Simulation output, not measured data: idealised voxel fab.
A process module follows: voxel wiring stack.
In the cross-section labelled cut, the width is 195 nm and each square cell is 5 nm.
In this document a cross-section is written as a grid of square cells. It is given as a series of bands, listed from the top down, and a band is one or more rows of cells. Band entry format. Leading values: height of top, height of bottom, nm. Remainder: materials in left-to-right order, each with its width in nm. Special words: "all across" on a single material, which then fills the band edge to edge; "air", empty space. For the purposes of this specification, 0 denotes the height below which the wafer in its as-received condition is composed wholly of one material, and the lowermost band, lacking a lower limit, extends downward without end, as expressed in "0 and below". So if you see something like "30..40" for the width, read it as the top row of the band sitting at the first number and the bottom row at the second, with every row in between moving by the same amount as the last. "no modification" (step): cross-section cells unchanged, all of them. You'll see "Enclosed void listing" listing empty spaces that have no way open to the top, as long as they're 8 cells or more; the notation is width x height at distance, where the distance is from the left edge, and all of it is in nm. Anything after a step's settings on that line? It's the simulator's own note about the step. overlay nm: mask offset rightward from planned place, masked step; negative means leftward offset.
# List of planned process steps
1 op RECEIVE | material Si
2 op CONFORMAL_DEP | material SiO2 | thk nm 15
3 op DIRECTIONAL_DEP | material TiN | thk nm 5
4 op DIRECTIONAL_DEP | material W | thk nm 15
5 op MASKED_ETCH | tone cover | mask id METAL_1 | width nm 30 | pitch nm 50 | etch materials W | depth nm 15 | overlay nm 0
6 op MASKED_ETCH | tone cover | mask id METAL_1 | width nm 30 | pitch nm 50 | etch materials TiN | depth nm 5 | overlay nm 0
7 op CONFORMAL_DEP | material SiN | thk nm 5
8 op FILL_DEP | material SiO2 | thk nm 5
9 op CMP | height nm 35
10 op CONFORMAL_DEP | material SiCN | thk nm 5
11 op DIRECTIONAL_DEP | material SiO2 | thk nm 10
12 op MASKED_ETCH | tone open | mask id PLUG_1 | width nm 15 | pitch nm 50 | etch materials SiO2 | depth nm 10 | overlay nm 0
13 op MASKED_ETCH | tone open | mask id PLUG_1 | width nm 15 | pitch nm 50 | etch materials SiCN | depth nm 5 | overlay nm 0
14 op EPI | material Ru | thk nm 10
15 op EPI | material Ru | thk nm 5
16 op CONFORMAL_DEP | material SiN | thk nm 5
17 op DIRECTIONAL_DEP | material lowk | thk nm 20
18 op DIRECTIONAL_DEP | material aC | thk nm 15
19 op PATTERN | tone open | mask id METAL_2 | material resist | width nm 30 | pitch nm 50 | thk nm 35 | overlay nm 0
20 op DIRECTIONAL_ETCH | etch materials aC | depth nm 15
21 op STRIP | etch materials resist
22 op DIRECTIONAL_ETCH | etch materials lowk | depth nm 20
23 op DIRECTIONAL_ETCH | etch materials SiN | depth nm 5
24 op STRIP | etch materials aC
25 op CONFORMAL_DEP | material TiN | thk nm 5
26 op FILL_DEP | material Cu | thk nm 10
27 op CMP | height nm 75
28 op EPI | material Ru | thk nm 5
29 op FILL_DEP | material SiCN | thk nm 5
# First wafer, two in total, run as planned
# Cross-section of the incoming wafer, state after step 1
	0 and below = Si all across
	Enclosed void listing: none
# How the wafer stands in section after step 2
	15 down to 0 = SiO2 all across
	Everything below 0 is unchanged.
# How the wafer stands in section after step 3
	20 down to 15 = TiN all across
	Everything below 15 is unchanged.
# How the wafer stands in section after step 4
	35 down to 20 = W all across
	Everything below 20 is unchanged.
# How the wafer stands in section after step 5
	35 down to 20 = 30 of air | 30 of W | 20 of air | 30 of W | 20 of air | 30 of W | 35 of air
	Everything below 20 is unchanged.
# How the wafer stands in section after step 6
	35 down to 20 = 30 of air | 30 of W | 20 of air | 30 of W | 20 of air | 30 of W | 35 of air
	20 down to 15 = 30 of air | 30 of TiN | 20 of air | 30 of TiN | 20 of air | 30 of TiN | 35 of air
	Everything below 15 is unchanged.
# How the wafer stands in section after step 7
	40 down to 35 = 25 of air | 40 of SiN | 10 of air | 40 of SiN | 10 of air | 40 of SiN | 30 of air
	35 down to 20 = 25 of air | 5 of SiN | 30 of W | 5 of SiN | 10 of air | 5 of SiN | 30 of W | 5 of SiN | 10 of air | 5 of SiN | 30 of W | 5 of SiN | 30 of air
	20 down to 15 = 30 of SiN | 30 of TiN | 20 of SiN | 30 of TiN | 20 of SiN | 30 of TiN | 35 of SiN
	Everything below 15 is unchanged.
# How the wafer stands in section after step 8
	45 down to 40 = SiO2 all across
	40 down to 35 = 25 of SiO2 | 40 of SiN | 10 of SiO2 | 40 of SiN | 10 of SiO2 | 40 of SiN | 30 of SiO2
	35 down to 20 = 25 of SiO2 | 5 of SiN | 30 of W | 5 of SiN | 10 of SiO2 | 5 of SiN | 30 of W | 5 of SiN | 10 of SiO2 | 5 of SiN | 30 of W | 5 of SiN | 30 of SiO2
	Everything below 20 is unchanged.
# How the wafer stands in section after step 9
	35 down to 20 = 25 of SiO2 | 5 of SiN | 30 of W | 5 of SiN | 10 of SiO2 | 5 of SiN | 30 of W | 5 of SiN | 10 of SiO2 | 5 of SiN | 30 of W | 5 of SiN | 30 of SiO2
	Everything below 20 is unchanged.
# How the wafer stands in section after step 10
	40 down to 35 = SiCN all across
	Everything below 35 is unchanged.
# How the wafer stands in section after step 11
	50 down to 40 = SiO2 all across
	Everything below 40 is unchanged.
# How the wafer stands in section after step 12
	50 down to 40 = 30 of SiO2 | 15 of air | 35 of SiO2 | 15 of air | 35 of SiO2 | 15 of air | 50 of SiO2
	Everything below 40 is unchanged.
# How the wafer stands in section after step 13
	50 down to 40 = 30 of SiO2 | 15 of air | 35 of SiO2 | 15 of air | 35 of SiO2 | 15 of air | 50 of SiO2
	40 down to 35 = 30 of SiCN | 15 of air | 35 of SiCN | 15 of air | 35 of SiCN | 15 of air | 50 of SiCN
	Everything below 35 is unchanged.
# How the wafer stands in section after step 14
	50 down to 45 = 30 of SiO2 | 15 of air | 35 of SiO2 | 15 of air | 35 of SiO2 | 15 of air | 50 of SiO2
	45 down to 40 = 30 of SiO2 | 15 of Ru | 35 of SiO2 | 15 of Ru | 35 of SiO2 | 15 of Ru | 50 of SiO2
	40 down to 35 = 30 of SiCN | 15 of Ru | 35 of SiCN | 15 of Ru | 35 of SiCN | 15 of Ru | 50 of SiCN
	Everything below 35 is unchanged.
# How the wafer stands in section after step 15
	50 down to 40 = 30 of SiO2 | 15 of Ru | 35 of SiO2 | 15 of Ru | 35 of SiO2 | 15 of Ru | 50 of SiO2
	Everything below 40 is unchanged.
# How the wafer stands in section after step 16
	55 down to 50 = SiN all across
	Everything below 50 is unchanged.
# How the wafer stands in section after step 17
	75 down to 55 = lowk all across
	Everything below 55 is unchanged.
# How the wafer stands in section after step 18
	90 down to 75 = aC all across
	Everything below 75 is unchanged.
# How the wafer stands in section after step 19
	125 down to 90 = 30 of resist | 30 of air | 20 of resist | 30 of air | 20 of resist | 30 of air | 35 of resist
	Everything below 90 is unchanged.
# How the wafer stands in section after step 20
	110 down to 90 = 30 of resist | 30 of air | 20 of resist | 30 of air | 20 of resist | 30 of air | 35 of resist
	90 down to 75 = 30 of aC | 30 of air | 20 of aC | 30 of air | 20 of aC | 30 of air | 35 of aC
	Everything below 75 is unchanged.
# How the wafer stands in section after step 21
	90 down to 75 = 30 of aC | 30 of air | 20 of aC | 30 of air | 20 of aC | 30 of air | 35 of aC
	Everything below 75 is unchanged.
# How the wafer stands in section after step 22
	90 down to 75 = 30 of aC | 30 of air | 20 of aC | 30 of air | 20 of aC | 30 of air | 35 of aC
	75 down to 55 = 30 of lowk | 30 of air | 20 of lowk | 30 of air | 20 of lowk | 30 of air | 35 of lowk
	Everything below 55 is unchanged.
# How the wafer stands in section after step 23
	90 down to 75 = 30 of aC | 30 of air | 20 of aC | 30 of air | 20 of aC | 30 of air | 35 of aC
	75 down to 55 = 30 of lowk | 30 of air | 20 of lowk | 30 of air | 20 of lowk | 30 of air | 35 of lowk
	55 down to 50 = 30 of SiN | 30 of air | 20 of SiN | 30 of air | 20 of SiN | 30 of air | 35 of SiN
	Everything below 50 is unchanged.
# How the wafer stands in section after step 24
	75 down to 55 = 30 of lowk | 30 of air | 20 of lowk | 30 of air | 20 of lowk | 30 of air | 35 of lowk
	Everything below 55 is unchanged.
# How the wafer stands in section after step 25
	80 down to 75 = 35 of TiN | 20 of air | 30 of TiN | 20 of air | 30 of TiN | 20 of air | 40 of TiN
	75 down to 55 = 30 of lowk | 5 of TiN | 20 of air | 5 of TiN | 20 of lowk | 5 of TiN | 20 of air | 5 of TiN | 20 of lowk | 5 of TiN | 20 of air | 5 of TiN | 35 of lowk
	55 down to 50 = 30 of SiN | 30 of TiN | 20 of SiN | 30 of TiN | 20 of SiN | 30 of TiN | 35 of SiN
	Everything below 50 is unchanged.
# How the wafer stands in section after step 26
	90 down to 80 = Cu all across
	80 down to 75 = 35 of TiN | 20 of Cu | 30 of TiN | 20 of Cu | 30 of TiN | 20 of Cu | 40 of TiN
	75 down to 55 = 30 of lowk | 5 of TiN | 20 of Cu | 5 of TiN | 20 of lowk | 5 of TiN | 20 of Cu | 5 of TiN | 20 of lowk | 5 of TiN | 20 of Cu | 5 of TiN | 35 of lowk
	Everything below 55 is unchanged.
# How the wafer stands in section after step 27
	75 down to 55 = 30 of lowk | 5 of TiN | 20 of Cu | 5 of TiN | 20 of lowk | 5 of TiN | 20 of Cu | 5 of TiN | 20 of lowk | 5 of TiN | 20 of Cu | 5 of TiN | 35 of lowk
	Everything below 55 is unchanged.
# How the wafer stands in section after step 28
	80 down to 75 = 25 of air | 40 of Ru | 10 of air | 40 of Ru | 10 of air | 40 of Ru | 30 of air
	Everything below 75 is unchanged.
# How the wafer stands in section after step 29
	85 down to 80 = SiCN all across
	80 down to 75 = 25 of SiCN | 40 of Ru | 10 of SiCN | 40 of Ru | 10 of SiCN | 40 of Ru | 30 of SiCN
	Everything below 75 is unchanged.
# Wafer two. Identical start, identical plan. One mistake in execution. Identical history through step 1
# Cross-section of the second wafer corresponding to the planned conclusion of step 2
	30 down to 0 = SiO2 all across
	Everything below 0 is unchanged.
# Cross-section of the second wafer corresponding to the planned conclusion of step 3
	35 down to 30 = TiN all across
	Everything below 30 is unchanged.
# Cross-section of the second wafer corresponding to the planned conclusion of step 4
	50 down to 35 = W all across
	Everything below 35 is unchanged.
# Cross-section of the second wafer corresponding to the planned conclusion of step 5
	50 down to 35 = 30 of air | 30 of W | 20 of air | 30 of W | 20 of air | 30 of W | 35 of air
	Everything below 35 is unchanged.
# Cross-section of the second wafer corresponding to the planned conclusion of step 6
	50 down to 35 = 30 of air | 30 of W | 20 of air | 30 of W | 20 of air | 30 of W | 35 of air
	35 down to 30 = 30 of air | 30 of TiN | 20 of air | 30 of TiN | 20 of air | 30 of TiN | 35 of air
	Everything below 30 is unchanged.
# Cross-section of the second wafer corresponding to the planned conclusion of step 7
	55 down to 50 = 25 of air | 40 of SiN | 10 of air | 40 of SiN | 10 of air | 40 of SiN | 30 of air
	50 down to 35 = 25 of air | 5 of SiN | 30 of W | 5 of SiN | 10 of air | 5 of SiN | 30 of W | 5 of SiN | 10 of air | 5 of SiN | 30 of W | 5 of SiN | 30 of air
	35 down to 30 = 30 of SiN | 30 of TiN | 20 of SiN | 30 of TiN | 20 of SiN | 30 of TiN | 35 of SiN
	Everything below 30 is unchanged.
# Cross-section of the second wafer corresponding to the planned conclusion of step 8
	60 down to 55 = SiO2 all across
	55 down to 50 = 25 of SiO2 | 40 of SiN | 10 of SiO2 | 40 of SiN | 10 of SiO2 | 40 of SiN | 30 of SiO2
	50 down to 35 = 25 of SiO2 | 5 of SiN | 30 of W | 5 of SiN | 10 of SiO2 | 5 of SiN | 30 of W | 5 of SiN | 10 of SiO2 | 5 of SiN | 30 of W | 5 of SiN | 30 of SiO2
	Everything below 35 is unchanged.
# Cross-section of the second wafer corresponding to the planned conclusion of step 9
	35 down to 30 = 30 of SiN | 30 of TiN | 20 of SiN | 30 of TiN | 20 of SiN | 30 of TiN | 35 of SiN
	Everything below 30 is unchanged.
# Cross-section of the second wafer corresponding to the planned conclusion of step 10
	40 down to 35 = SiCN all across
	Everything below 35 is unchanged.
# Cross-section of the second wafer corresponding to the planned conclusion of step 11
	50 down to 40 = SiO2 all across
	Everything below 40 is unchanged.
# Cross-section of the second wafer corresponding to the planned conclusion of step 12
	50 down to 40 = 30 of SiO2 | 15 of air | 35 of SiO2 | 15 of air | 35 of SiO2 | 15 of air | 50 of SiO2
	Everything below 40 is unchanged.
# Cross-section of the second wafer corresponding to the planned conclusion of step 13
	50 down to 40 = 30 of SiO2 | 15 of air | 35 of SiO2 | 15 of air | 35 of SiO2 | 15 of air | 50 of SiO2
	40 down to 35 = 30 of SiCN | 15 of air | 35 of SiCN | 15 of air | 35 of SiCN | 15 of air | 50 of SiCN
	Everything below 35 is unchanged.
# Cross-section of the second wafer corresponding to the planned conclusion of step 14
	50 down to 45 = 30 of SiO2 | 15 of air | 35 of SiO2 | 15 of air | 35 of SiO2 | 15 of air | 50 of SiO2
	45 down to 40 = 30 of SiO2 | 15 of Ru | 35 of SiO2 | 15 of Ru | 35 of SiO2 | 15 of Ru | 50 of SiO2
	40 down to 35 = 30 of SiCN | 15 of Ru | 35 of SiCN | 15 of Ru | 35 of SiCN | 15 of Ru | 50 of SiCN
	Everything below 35 is unchanged.
# Cross-section of the second wafer corresponding to the planned conclusion of step 15
	50 down to 40 = 30 of SiO2 | 15 of Ru | 35 of SiO2 | 15 of Ru | 35 of SiO2 | 15 of Ru | 50 of SiO2
	Everything below 40 is unchanged.
# Cross-section of the second wafer corresponding to the planned conclusion of step 16
	55 down to 50 = SiN all across
	Everything below 50 is unchanged.
# Cross-section of the second wafer corresponding to the planned conclusion of step 17
	75 down to 55 = lowk all across
	Everything below 55 is unchanged.
# Cross-section of the second wafer corresponding to the planned conclusion of step 18
	90 down to 75 = aC all across
	Everything below 75 is unchanged.
# Cross-section of the second wafer corresponding to the planned conclusion of step 19
	125 down to 90 = 30 of resist | 30 of air | 20 of resist | 30 of air | 20 of resist | 30 of air | 35 of resist
	Everything below 90 is unchanged.
# Cross-section of the second wafer corresponding to the planned conclusion of step 20
	110 down to 90 = 30 of resist | 30 of air | 20 of resist | 30 of air | 20 of resist | 30 of air | 35 of resist
	90 down to 75 = 30 of aC | 30 of air | 20 of aC | 30 of air | 20 of aC | 30 of air | 35 of aC
	Everything below 75 is unchanged.
# Cross-section of the second wafer corresponding to the planned conclusion of step 21
	90 down to 75 = 30 of aC | 30 of air | 20 of aC | 30 of air | 20 of aC | 30 of air | 35 of aC
	Everything below 75 is unchanged.
# Cross-section of the second wafer corresponding to the planned conclusion of step 22
	90 down to 75 = 30 of aC | 30 of air | 20 of aC | 30 of air | 20 of aC | 30 of air | 35 of aC
	75 down to 55 = 30 of lowk | 30 of air | 20 of lowk | 30 of air | 20 of lowk | 30 of air | 35 of lowk
	Everything below 55 is unchanged.
# Cross-section of the second wafer corresponding to the planned conclusion of step 23
	90 down to 75 = 30 of aC | 30 of air | 20 of aC | 30 of air | 20 of aC | 30 of air | 35 of aC
	75 down to 55 = 30 of lowk | 30 of air | 20 of lowk | 30 of air | 20 of lowk | 30 of air | 35 of lowk
	55 down to 50 = 30 of SiN | 30 of air | 20 of SiN | 30 of air | 20 of SiN | 30 of air | 35 of SiN
	Everything below 50 is unchanged.
# Cross-section of the second wafer corresponding to the planned conclusion of step 24
	75 down to 55 = 30 of lowk | 30 of air | 20 of lowk | 30 of air | 20 of lowk | 30 of air | 35 of lowk
	Everything below 55 is unchanged.
# Cross-section of the second wafer corresponding to the planned conclusion of step 25
	80 down to 75 = 35 of TiN | 20 of air | 30 of TiN | 20 of air | 30 of TiN | 20 of air | 40 of TiN
	75 down to 55 = 30 of lowk | 5 of TiN | 20 of air | 5 of TiN | 20 of lowk | 5 of TiN | 20 of air | 5 of TiN | 20 of lowk | 5 of TiN | 20 of air | 5 of TiN | 35 of lowk
	55 down to 50 = 30 of SiN | 30 of TiN | 20 of SiN | 30 of TiN | 20 of SiN | 30 of TiN | 35 of SiN
	Everything below 50 is unchanged.
# Cross-section of the second wafer corresponding to the planned conclusion of step 26
	90 down to 80 = Cu all across
	80 down to 75 = 35 of TiN | 20 of Cu | 30 of TiN | 20 of Cu | 30 of TiN | 20 of Cu | 40 of TiN
	75 down to 55 = 30 of lowk | 5 of TiN | 20 of Cu | 5 of TiN | 20 of lowk | 5 of TiN | 20 of Cu | 5 of TiN | 20 of lowk | 5 of TiN | 20 of Cu | 5 of TiN | 35 of lowk
	Everything below 55 is unchanged.
# Cross-section of the second wafer corresponding to the planned conclusion of step 27
	75 down to 55 = 30 of lowk | 5 of TiN | 20 of Cu | 5 of TiN | 20 of lowk | 5 of TiN | 20 of Cu | 5 of TiN | 20 of lowk | 5 of TiN | 20 of Cu | 5 of TiN | 35 of lowk
	Everything below 55 is unchanged.
# Cross-section of the second wafer corresponding to the planned conclusion of step 28
	80 down to 75 = 25 of air | 40 of Ru | 10 of air | 40 of Ru | 10 of air | 40 of Ru | 30 of air
	Everything below 75 is unchanged.
# Cross-section of the second wafer corresponding to the planned conclusion of step 29
	85 down to 80 = SiCN all across
	80 down to 75 = 25 of SiCN | 40 of Ru | 10 of SiCN | 40 of Ru | 10 of SiCN | 40 of Ru | 30 of SiCN
	Everything below 75 is unchanged.
Run error: it should be noted that step 2 of the plan was executed twice
Upon completion, the second wafer contains, in terms of cells, a greater or smaller amount of certain materials than the first wafer: 18 fewer of SiN; 72 more of SiO2; 54 fewer of W
